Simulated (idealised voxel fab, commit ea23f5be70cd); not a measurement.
The process module that follows is named voxel released beams.
Cross-section cut spans 190 nm and uses square cells 5 nm in size.
For the purposes of this document, a cross-section shall be understood as a grid of square cells, specified as bands listed in top-to-bottom order, each band consisting of one or more rows of cells.
Per band: top height and bottom height in nm, followed by the left-to-right materials and their widths in nm; "throughout" marks a single material spanning edge to edge, "empty" marks empty space.
Height datum 0, below which the as-received substrate wafer is one material. Lowest band open at the bottom, running downward: "0 -> down".
A width such as "30 to 40" changes by the same amount from each row of cells to the next, from the band's top row to its bottom row.
Step note "no change occurred" = no cross-section cell changed.
Empty spaces counting at least 8 cells and having no open way to the top are listed in "Sealed cavities". The notation width x height at distance is used for each, the distance being from the left edge and all three values in nm.
Step line, after settings: the simulator's comment on this step.
overlay nm: step with mask; distance mask lay right of planned place; negative value = left of planned place.
### The process steps that were planned are listed below
1,RECEIVE: material Si
2,CONFORMAL_DEP: material Al2O3, thk nm 5
3,DIRECTIONAL_DEP: material SiO2, thk nm 20
4,MASKED_ETCH: tone open, mask id ANCHOR, width nm 35, etch materials SiO2, depth nm 20, overlay nm 0
5,CONFORMAL_DEP: material W, thk nm 15
6,MASKED_ETCH: tone cover, mask id BEAM, width nm 90, etch materials W, depth nm 15, overlay nm 0
7,STRIP: etch materials SiO2
### Received-state cross-section, reflecting completion of step 1
	0 -> down  Si throughout
	Sealed cavities: none
### Here's the wafer cut in cross-section after the module, started and planned just like above, except one thing was done wrong in the run
	40 -> 25  empty (45), then W (90), then empty (55)
	25 -> 20  Al2O3 throughout
	20 -> 0  SiO2 throughout
	0 -> down  Si throughout
	Sealed cavities: none
What broke from the plan during processing? the processing plan was not followed for steps 2 and 3, which were run with their positions exchanged
